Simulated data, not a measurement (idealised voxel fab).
Herein follows the process module entitled voxel self aligned vias.
Section cut is 295 nm wide and gridded with 5 nm square cells.
The cross-sections in this document take the form of a grid made of square cells. They are written out as bands, in order from top to bottom. Each band consists of one or more rows of cells. This entry defines a band. It first specifies the height of the band's top and the height of its bottom in nm, and then specifies the band's materials from left to right, stating each material with its width in nm. The word "everywhere" identifies a single material that fills the band from edge to edge, while the word "empty" identifies empty space. Below 0: as-received wafer, all one material; heights counted from there. Lowest band: no bottom, goes on down, written "from 0 down". When a width is written as two numbers, as in "30 to 40", the first number is the width in the top row of cells of the band and the second is the width in its bottom row, and the width changes by the same amount from each row to the next. Reading "stayed the same" for a step: not a cell of the cross-section changed in it. "Entrapped voids" contains a list of empty spaces, each no smaller than 8 cells and without an open way to the top, written in the form width x height at distance with the distance from the left edge and all three in nm. Heads up: the bit after the settings on a step's line is the simulator's remark on that step. overlay nm: right-of-plan distance of the mask on a masked step; negative values mean left-of-plan.

[Intended process steps]
- 1: RECEIVE, material Si
- 2: CONFORMAL_DEP, material SiO2, thk nm 15
- 3: CONFORMAL_DEP, material SiCN, thk nm 5
- 4: DIRECTIONAL_DEP, material SiO2, thk nm 30
- 5: DIRECTIONAL_DEP, material aC, thk nm 15
- 6: PATTERN, tone open, mask id LINES, material resist, width nm 20, pitch nm 70, thk nm 35, overlay nm 0
- 7: DIRECTIONAL_ETCH, etch materials aC, depth nm 15
- 8: STRIP, etch materials resist
- 9: DIRECTIONAL_ETCH, etch materials SiO2, depth nm 30
- 10: STRIP, etch materials aC
- 11: CONFORMAL_DEP, material TiN, thk nm 5
- 12: FILL_DEP, material W, thk nm 10
- 13: CMP, height nm 50
- 14: SELECTIVE_ETCH, etch materials W Ru TiN, depth nm 10
- 15: FILL_DEP, material SiN, thk nm 5
- 16: CMP, height nm 50
- 17: DIRECTIONAL_DEP, material SiO2, thk nm 20
- 18: MASKED_ETCH, tone open, mask id VIAS, width nm 40, pitch nm 140, etch materials SiO2, depth nm 20, overlay nm 0
- 19: MASKED_ETCH, tone open, mask id VIAS, width nm 40, pitch nm 140, etch materials SiN, depth nm 10, overlay nm 0
- 20: CONFORMAL_DEP, material TiN, thk nm 5
- 21: FILL_DEP, material Ru, thk nm 10
- 22: CMP, height nm 70
- 23: CONFORMAL_DEP, material SiN, thk nm 5

[Cross-section of the incoming wafer, state after step 1]
  from 0 down: Si everywhere
  Entrapped voids: none

[Wafer cross-section at end of module: start and plan as shown above, one execution error]
  from 75 to 70: SiN everywhere
  from 70 to 50: 55 SiO2  5 TiN  30 Ru  5 TiN  100 SiO2  5 TiN  30 Ru  5 TiN  60 SiO2
  from 50 to 45: 55 SiO2  5 TiN  30 Ru  5 TiN  40 SiO2  20 SiN  40 SiO2  5 TiN  30 Ru  5 TiN  60 SiO2
  from 45 to 40: 55 SiO2  40 TiN  40 SiO2  20 SiN  40 SiO2  40 TiN  60 SiO2
  from 40 to 30: 55 SiO2  15 TiN  10 W  15 TiN  40 SiO2  5 TiN  10 W  5 TiN  40 SiO2  15 TiN  10 W  15 TiN  60 SiO2
  from 30 to 25: 65 SiO2  5 TiN  10 W  5 TiN  50 SiO2  5 TiN  10 W  5 TiN  50 SiO2  5 TiN  10 W  5 TiN  70 SiO2
  from 25 to 20: 65 SiO2  20 TiN  50 SiO2  20 TiN  50 SiO2  20 TiN  70 SiO2
  from 20 to 15: SiCN everywhere
  from 15 to 0: SiO2 everywhere
  from 0 down: Si everywhere
  Entrapped voids: none
What went wrong in running the wafer? step 18 of the plan was twice carried out
